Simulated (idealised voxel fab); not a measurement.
A process module follows: voxel transistor to metal.
Shown is cross-section cut, with a width of 175 nm and square cells of size 5 nm.
We lay out every cross-section as a grid of square cells and spell it out in bands from the top down, where one band means one or more rows of cells. It is stipulated that each band's entry specify, in nanometres, the height of the top of the band and then that of its bottom, followed by the materials of the band in left-to-right sequence, each together with its width in nanometres. A single material marked by the word "edge to edge" is understood to fill the band from edge to edge; the word "air" is understood to denote empty space. It should be noted that heights are counted from 0, beneath which the wafer as supplied is of one material throughout, and that the lowest band possesses no lower boundary but continues downward, as written in "0 down". A width given as "30..40" starts at the first number in the band's top row and ends at the second number in its bottom row, shifting by an equal amount at every step from row to row. "remains unaltered" means the step left every cell of the cross-section as it was. Basically, "Closed cavity list" tells you about the enclosed voids: empty spaces with no open way to the top, 8 cells or bigger, each written width x height at distance, where distance is from the left edge, all in nm. Text after the settings on a step's line: the simulator's own remark on that step. If you see "overlay nm" on a step's line and that step has a mask, it's telling you how far right of where it was planned the mask ended up; a negative number means it went left instead.
-- This section lists the process steps that were planned
1: RECEIVE: material Si
2: OXIDIZE: depth nm 5
3: CONFORMAL_DEP: material SiN, thk nm 10
4: DIRECTIONAL_DEP: material aC, thk nm 15
5: PATTERN: tone cover, mask id ACTIVE, material resist, width nm 115, thk nm 35, overlay nm 0
6: DIRECTIONAL_ETCH: etch materials aC, depth nm 15
7: STRIP: etch materials resist
8: DIRECTIONAL_ETCH: etch materials SiN, depth nm 10
9: DIRECTIONAL_ETCH: etch materials SiO2, depth nm 5
10: DIRECTIONAL_ETCH: etch materials Si, depth nm 20
11: STRIP: etch materials aC
12: OXIDIZE: depth nm 5
13: FILL_DEP: material SiO2, thk nm 5
14: CMP: height nm 10
15: SELECTIVE_ETCH: etch materials SiO2, depth nm 10
16: STRIP: etch materials SiN
17: SELECTIVE_ETCH: etch materials SiO2, depth nm 5
18: OXIDIZE: depth nm 5
19: DIRECTIONAL_DEP: material polySi, thk nm 30
20: DIRECTIONAL_DEP: material SiCN, thk nm 10
21: PATTERN: tone cover, mask id GATE, material resist, width nm 25, thk nm 15, overlay nm 0
22: DIRECTIONAL_ETCH: etch materials SiCN, depth nm 20
23: DIRECTIONAL_ETCH: etch materials polySi, depth nm 40
24: STRIP: etch materials resist
25: CONFORMAL_DEP: material SiO2, thk nm 5
26: DIRECTIONAL_ETCH: etch materials SiO2, depth nm 5
27: CONFORMAL_DEP: material SiN, thk nm 10
28: DIRECTIONAL_ETCH: etch materials SiN, depth nm 10
29: DIRECTIONAL_ETCH: etch materials SiO2, depth nm 5
30: DIRECTIONAL_ETCH: etch materials Si, depth nm 5
31: EPI: material pSi, thk nm 5
32: FILL_DEP: material SiO2, thk nm 5
33: CMP: height nm 25
34: STRIP: etch materials polySi
35: SELECTIVE_ETCH: etch materials SiO2, depth nm 5
36: CONFORMAL_DEP: material HfO2, thk nm 5
37: CONFORMAL_DEP: material TiN, thk nm 5
38: FILL_DEP: material W, thk nm 5
39: CMP: height nm 20
40: DIRECTIONAL_DEP: material SiO2, thk nm 10
41: MASKED_ETCH: tone open, mask id CONTACT, width nm 15, pitch nm 75, etch materials SiO2, depth nm 40, overlay nm 0
42: CONFORMAL_DEP: material TiN, thk nm 5
43: FILL_DEP: material W, thk nm 5
44: CMP: height nm 30
45: CONFORMAL_DEP: material SiCN, thk nm 5
46: DIRECTIONAL_DEP: material lowk, thk nm 25
47: PATTERN: tone open, mask id METAL_1, material resist, width nm 20, pitch nm 75, thk nm 20, overlay nm 0
48: DIRECTIONAL_ETCH: etch materials lowk, depth nm 25
49: DIRECTIONAL_ETCH: etch materials SiCN, depth nm 5
50: STRIP: etch materials resist
51: CONFORMAL_DEP: material TiN, thk nm 5
52: FILL_DEP: material W, thk nm 5
53: CMP: height nm 60
54: EPI: material Ru, thk nm 5
55: FILL_DEP: material SiCN, thk nm 5
56: DIRECTIONAL_DEP: material lowk, thk nm 25
57: PATTERN: tone open, mask id METAL_2, material resist, width nm 20, pitch nm 75, thk nm 15, overlay nm 0
58: DIRECTIONAL_ETCH: etch materials lowk, depth nm 15
59: STRIP: etch materials resist
60: PATTERN: tone open, mask id METAL_2_HOLES, material resist, width nm 15, pitch nm 75, thk nm 15, overlay nm 0
61: DIRECTIONAL_ETCH: etch materials lowk, depth nm 10
62: DIRECTIONAL_ETCH: etch materials SiCN, depth nm 5
63: STRIP: etch materials resist
64: CONFORMAL_DEP: material TiN, thk nm 5
65: FILL_DEP: material Cu, thk nm 5
66: CMP: height nm 95
67: CONFORMAL_DEP: material SiN, thk nm 5
Across this set of wafers, the varied parameter is the width nm of step 41. Starting conditions are identical for every wafer, and the plan reports the value assigned to the first wafer.
-- First of several wafers (as received, post step 1), cross-sectional view
* 0 down  Si edge to edge
* Closed cavity list: none
-- Below, a row for every wafer. Read it as the end-of-module picture: for each material the wafer shows its cells gained (+) or lost (-) since it was received, and then its closed voids
width nm 15; +14 Cu; +17 HfO2; +12 Ru; -136 Si; +79 SiCN; +55 SiN; +225 SiO2; +103 TiN; +45 W; +274 lowk; +12 pSi; Closed cavity list: none
width nm 20; +14 Cu; +17 HfO2; +12 Ru; -136 Si; +79 SiCN; +55 SiN; +210 SiO2; +105 TiN; +58 W; +274 lowk; +12 pSi; Closed cavity list: none
width nm 25; +14 Cu; +17 HfO2; +12 Ru; -136 Si; +79 SiCN; +55 SiN; +200 SiO2; +107 TiN; +66 W; +274 lowk; +12 pSi; Closed cavity list: none
width nm 30; +14 Cu; +17 HfO2; +12 Ru; -136 Si; +79 SiCN; +55 SiN; +190 SiO2; +109 TiN; +74 W; +274 lowk; +12 pSi; Closed cavity list: none
width nm 35; +14 Cu; +17 HfO2; +12 Ru; -136 Si; +79 SiCN; +55 SiN; +180 SiO2; +111 TiN; +82 W; +274 lowk; +12 pSi; Closed cavity list: none
